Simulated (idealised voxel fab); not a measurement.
Presented below is a process module, voxel gate over fins.
Cross-section cut: width 280 nm, square cells of 5 nm.
Heads up, the way a cross-section reads in here is a grid of square cells, handed over as bands from the top down, with every band being one or more rows of cells.
Heads up on the band format: heights come first, top then bottom, in nm. After that it's the materials left to right, each with its width in nm. A single material flagged "all across" fills the whole band edge to edge, and "blank" means there's empty space there.
Height is counted from the level 0, under which the received wafer is composed throughout of one material. The lowest of the bands is not closed at the bottom but continues downward, in the notation "z 0 and below".
Read "30->40" as a graded width: first number on top, second number at the bottom, same change between each pair of neighbouring rows.
The cross-section has no changed cell in any step marked "identical to before".
Empty spaces counting at least 8 cells and having no open way to the top are listed in "Internal closed voids". The notation width x height at distance is used for each, the distance being from the left edge and all three values in nm.
Anything after a step's settings on that line? It's the simulator's own note about the step.
The line of a step may include "overlay nm". On a step with a mask, this value is how far to the right of its planned place the mask lay. A negative value means the mask lay to the left.
**Process steps - plan**
- 1: RECEIVE (material Si)
- 2: CONFORMAL_DEP (material SiN; thk nm 5)
- 3: PATTERN (tone cover; mask id FINS; material resist; width nm 15; pitch nm 55; thk nm 15; overlay nm 0)
- 4: DIRECTIONAL_ETCH (etch materials SiN; depth nm 5)
- 5: DIRECTIONAL_ETCH (etch materials Si; depth nm 35)
- 6: STRIP (etch materials resist)
- 7: OXIDIZE (depth nm 5)
- 8: FILL_DEP (material SiO2; thk nm 15)
- 9: CMP (height nm 5)
- 10: DIRECTIONAL_DEP (material aC; thk nm 10)
- 11: PATTERN (tone open; mask id RAIL; material resist; width nm 15; thk nm 25; overlay nm 0)
- 12: DIRECTIONAL_ETCH (etch materials aC; depth nm 10)
- 13: STRIP (etch materials resist)
- 14: DIRECTIONAL_ETCH (etch materials SiO2; depth nm 35)
- 15: STRIP (etch materials aC)
- 16: CONFORMAL_DEP (material TiN; thk nm 5)
- 17: FILL_DEP (material W; thk nm 5)
- 18: CMP (height nm 5)
- 19: SELECTIVE_ETCH (etch materials W Ru TiN; depth nm 25)
- 20: FILL_DEP (material SiO2; thk nm 5)
- 21: CMP (height nm 5)
- 22: SELECTIVE_ETCH (etch materials SiO2; depth nm 15)
- 23: STRIP (etch materials SiN)
- 24: CONFORMAL_DEP (material HfO2; thk nm 5)
- 25: CONFORMAL_DEP (material TiN; thk nm 5)
- 26: CONFORMAL_DEP (material TiAl; thk nm 5)
- 27: CONFORMAL_DEP (material TiN; thk nm 5)
- 28: FILL_DEP (material W; thk nm 15)
- 29: CMP (height nm 30)
- 30: CONFORMAL_DEP (material SiN; thk nm 5)
**This is the cross-section of the wafer as we received it, i.e. after step 1**
	z 0 and below: Si all across
	Internal closed voids: none
**Wafer at module end, in section. Began as above, planned as above, run with one mistake**
	z 35 to 30: SiN all across
	z 30 to 25: W all across
	z 25 to 20: W 80 nm, then TiN 55 nm, then W 145 nm
	z 20 to 15: W 60 nm, then TiN 25 nm, then TiAl 45 nm, then TiN 30 nm, then W 10 nm, then TiN 45 nm, then W 65 nm
	z 15 to 10: W 60 nm, then TiN 5 nm, then TiAl 25 nm, then TiN 35 nm, then TiAl 30 nm, then TiN 5 nm, then W 10 nm, then TiN 5 nm, then TiAl 35 nm, then TiN 5 nm, then W 65 nm
	z 10 to 5: TiN 65 nm, then TiAl 5 nm, then TiN 25 nm, then HfO2 25 nm, then TiN 30 nm, then TiAl 5 nm, then TiN 20 nm, then TiAl 5 nm, then TiN 25 nm, then TiAl 5 nm, then TiN 70 nm
	z 5 to 0: TiAl 70 nm, then TiN 5 nm, then HfO2 15 nm, then TiN 5 nm, then HfO2 5 nm, then TiAl 5 nm, then HfO2 5 nm, then TiAl 5 nm, then HfO2 5 nm, then TiN 10 nm, then HfO2 15 nm, then TiN 5 nm, then TiAl 30 nm, then TiN 5 nm, then HfO2 15 nm, then TiN 5 nm, then TiAl 75 nm
	z 0 to -5: TiN 75 nm, then HfO2 5 nm, then Si 5 nm, then HfO2 5 nm, then TiN 5 nm, then HfO2 5 nm, then TiAl 5 nm, then HfO2 5 nm, then TiAl 5 nm, then HfO2 5 nm, then TiN 10 nm, then HfO2 5 nm, then Si 5 nm, then HfO2 5 nm, then TiN 40 nm, then HfO2 5 nm, then Si 5 nm, then HfO2 5 nm, then TiN 80 nm
	z -5 to -10: HfO2 80 nm, then Si 5 nm, then HfO2 15 nm, then TiAl 5 nm, then HfO2 5 nm, then TiAl 5 nm, then HfO2 20 nm, then Si 5 nm, then HfO2 50 nm, then Si 5 nm, then HfO2 85 nm
	z -10 to -20: SiO2 80 nm, then Si 5 nm, then SiO2 15 nm, then TiAl 5 nm, then SiO2 5 nm, then TiAl 5 nm, then SiO2 20 nm, then Si 5 nm, then SiO2 50 nm, then Si 5 nm, then SiO2 85 nm
	z -20 to -25: SiO2 80 nm, then Si 5 nm, then SiO2 15 nm, then TiAl 5 nm, then W 5 nm, then TiAl 5 nm, then SiO2 20 nm, then Si 5 nm, then SiO2 50 nm, then Si 5 nm, then SiO2 85 nm
	z -25 to -30: SiO2 80 nm, then Si 5 nm, then SiO2 15 nm, then TiAl 15 nm, then SiO2 20 nm, then Si 5 nm, then SiO2 50 nm, then Si 5 nm, then SiO2 85 nm
	z -30 to -40: SiO2 80 nm, then Si 5 nm, then SiO2 50 nm, then Si 5 nm, then SiO2 50 nm, then Si 5 nm, then SiO2 85 nm
	z -40 and below: Si all across
	Internal closed voids: none
Heads up, the wafer didn't run the way we planned it: the process deviated at step 16: the operation and settings actually run there were CONFORMAL_DEP (material TiAl; thk nm 5)
